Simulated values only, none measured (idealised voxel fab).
process module | voxel ribs on slabs
cross-section cut | 220 nm wide | cells 5 nm
A cross-section is a grid of square cells, given in bands from the top down. A band is one or more rows of cells.
Each band's line starts with the height of the band's top and of its bottom, in nm. Then come its materials from left to right, each with its width in nm. One material with "throughout" fills the band from edge to edge. "air" is empty space.
Height 0 is the level under which the wafer as received is all one material. The lowest band goes on downwards, as in "0 down".
A width such as "30 to 40" changes by the same amount from each row of cells to the next, from the band's top row to its bottom row.
"no change" after a step means that no cell of the cross-section changed.
closed voids: empty space of 8 cells or more with no open way to the top, each as width x height at its distance from the left edge, in nm
after a step's settings: what the simulator itself notes on the step
overlay nm, on a step with a mask: how far to the right of its planned place the mask lay; to the left if negative
plan
1 op RECEIVE | material Si
2 op DIRECTIONAL_DEP | material SiO2 | thk nm 20
3 op DIRECTIONAL_DEP | material SiN | thk nm 25
4 op DIRECTIONAL_DEP | material aC | thk nm 15
5 op PATTERN | tone cover | mask id RIB | material resist | width nm 15 | thk nm 30 | overlay nm -15
6 op DIRECTIONAL_ETCH | etch materials aC | depth nm 15
7 op STRIP | etch materials resist
8 op DIRECTIONAL_ETCH | etch materials SiN | depth nm 20
9 op STRIP | etch materials aC
10 op DIRECTIONAL_DEP | material aC | thk nm 10
11 op PATTERN | tone cover | mask id SLAB | material resist | width nm 45 | thk nm 30 | overlay nm 0
12 op DIRECTIONAL_ETCH | etch materials aC | depth nm 10
13 op STRIP | etch materials resist
14 op DIRECTIONAL_ETCH | etch materials SiN | depth nm 5
15 op STRIP | etch materials aC
16 op FILL_DEP | material SiO2 | thk nm 25
17 op CMP | height nm 60
18 op DIRECTIONAL_DEP | material TiN | thk nm 5
19 op MASKED_ETCH | tone cover | mask id HEATER | width nm 25 | etch materials TiN | depth nm 5 | overlay nm 0
20 op CONFORMAL_DEP | material SiO2 | thk nm 10
varied across the wafers: overlay nm of step 5. The plan shows the first wafer's value. All wafers start alike
first wafer as received, after step 1
  0 down: Si throughout
  closed voids: none
first wafer at the end, after step 20
  75 to 70: air 85 | SiO2 45 | air 90
  70 to 65: SiO2 throughout
  65 to 60: SiO2 95 | TiN 25 | SiO2 100
  60 to 45: SiO2 throughout
  45 to 25: SiO2 85 | SiN 15 | SiO2 120
  25 to 20: SiO2 85 | SiN 45 | SiO2 90
  20 to 0: SiO2 throughout
  0 down: Si throughout
  closed voids: none
last wafer at the end
  75 to 70: air 85 | SiO2 45 | air 90
  70 to 65: SiO2 throughout
  65 to 60: SiO2 95 | TiN 25 | SiO2 100
  60 to 45: SiO2 throughout
  45 to 25: SiO2 115 | SiN 15 | SiO2 90
  25 to 20: SiO2 85 | SiN 45 | SiO2 90
  20 to 0: SiO2 throughout
  0 down: Si throughout
  closed voids: none
each wafer at the end: cells of each material gained (+) or lost (-) since it was received, then its closed voids
overlay nm -15 | +21 SiN | +599 SiO2 | +5 TiN | closed voids: none
overlay nm -10 | +21 SiN | +599 SiO2 | +5 TiN | closed voids: none
overlay nm -5 | +21 SiN | +599 SiO2 | +5 TiN | closed voids: none
overlay nm 0 | +21 SiN | +599 SiO2 | +5 TiN | closed voids: none
overlay nm 5 | +21 SiN | +599 SiO2 | +5 TiN | closed voids: none
overlay nm 10 | +21 SiN | +599 SiO2 | +5 TiN | closed voids: none
overlay nm 15 | +21 SiN | +599 SiO2 | +5 TiN | closed voids: none
